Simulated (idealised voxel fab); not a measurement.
Process module heading - voxel self aligned contacts
Section shown: cut. Width: 295 nm. Cell size: 5 nm, square.
In what follows, cross-sections appear as grids of square cells, described through bands that run from the top down, where every band is one or more rows of cells.
Per band: top height and bottom height in nm, followed by the left-to-right materials and their widths in nm; "edge to edge" marks a single material spanning edge to edge, "blank" marks empty space.
Below 0: as-received wafer, all one material; heights counted from there. Lowest band: no bottom, goes on down, written "0..down".
Width spec "30..40" -> top row of cells at first value, bottom row at second value, equal per-row change in between.
"nothing got changed" for a step: no cell of the cross-section changed in that step.
The entry "Sealed voids" lists the empty spaces that cover at least 8 cells and have no open path to the top. Each is written as width x height at distance, where the distance is measured from the left edge and all three values are in nm.
Formally, on a step line, whatever follows the settings is a remark that the simulator itself makes on the step.
A step line may carry the setting "overlay nm", which, for steps involving a mask, states the distance by which the mask lay to the right of its intended position; negative values denote displacement to the left.
-- Steps in the process plan
1) RECEIVE [material Si]
2) CONFORMAL_DEP [material SiO2] [thk nm 5]
3) DIRECTIONAL_DEP [material polySi] [thk nm 25]
4) DIRECTIONAL_DEP [material SiN] [thk nm 20]
5) PATTERN [tone cover] [mask id GATE] [material resist] [width nm 30] [pitch nm 75] [thk nm 15] [overlay nm 0]
6) DIRECTIONAL_ETCH [etch materials SiN] [depth nm 20]
7) DIRECTIONAL_ETCH [etch materials polySi] [depth nm 25]
8) STRIP [etch materials resist]
9) CONFORMAL_DEP [material SiN] [thk nm 10]
10) DIRECTIONAL_ETCH [etch materials SiN] [depth nm 10]
11) FILL_DEP [material SiO2] [thk nm 15]
12) CMP [height nm 55]
13) MASKED_ETCH [tone open] [mask id CONTACT] [width nm 55] [etch materials SiO2] [depth nm 55] [overlay nm 0]
14) CONFORMAL_DEP [material TiN] [thk nm 5]
15) FILL_DEP [material Ru] [thk nm 5]
16) CMP [height nm 55]
17) CONFORMAL_DEP [material SiN] [thk nm 5]
-- Cross-section: wafer on arrival = after step 1
  0..down | Si edge to edge
  Sealed voids: none
-- a wafer at the end: this start, this plan, one mistake
  60..55 | SiN edge to edge
  55..50 | 120 nm SiO2 | 15 nm TiN | 25 nm Ru | 15 nm TiN | 120 nm SiO2
  50..30 | 90 nm SiO2 | 40 nm SiN | 5 nm TiN | 25 nm Ru | 5 nm TiN | 40 nm SiN | 90 nm SiO2
  30..5 | 90 nm SiO2 | 10 nm SiN | 20 nm polySi | 10 nm SiN | 5 nm TiN | 25 nm Ru | 5 nm TiN | 10 nm SiN | 20 nm polySi | 10 nm SiN | 90 nm SiO2
  5..0 | 130 nm SiO2 | 35 nm TiN | 130 nm SiO2
  0..down | Si edge to edge
  Sealed voids: none
What broke from the plan during processing? off-plan run, step 5, actual operation and settings PATTERN [tone cover] [mask id GATE] [material resist] [width nm 20] [pitch nm 75] [thk nm 15] [overlay nm 0]
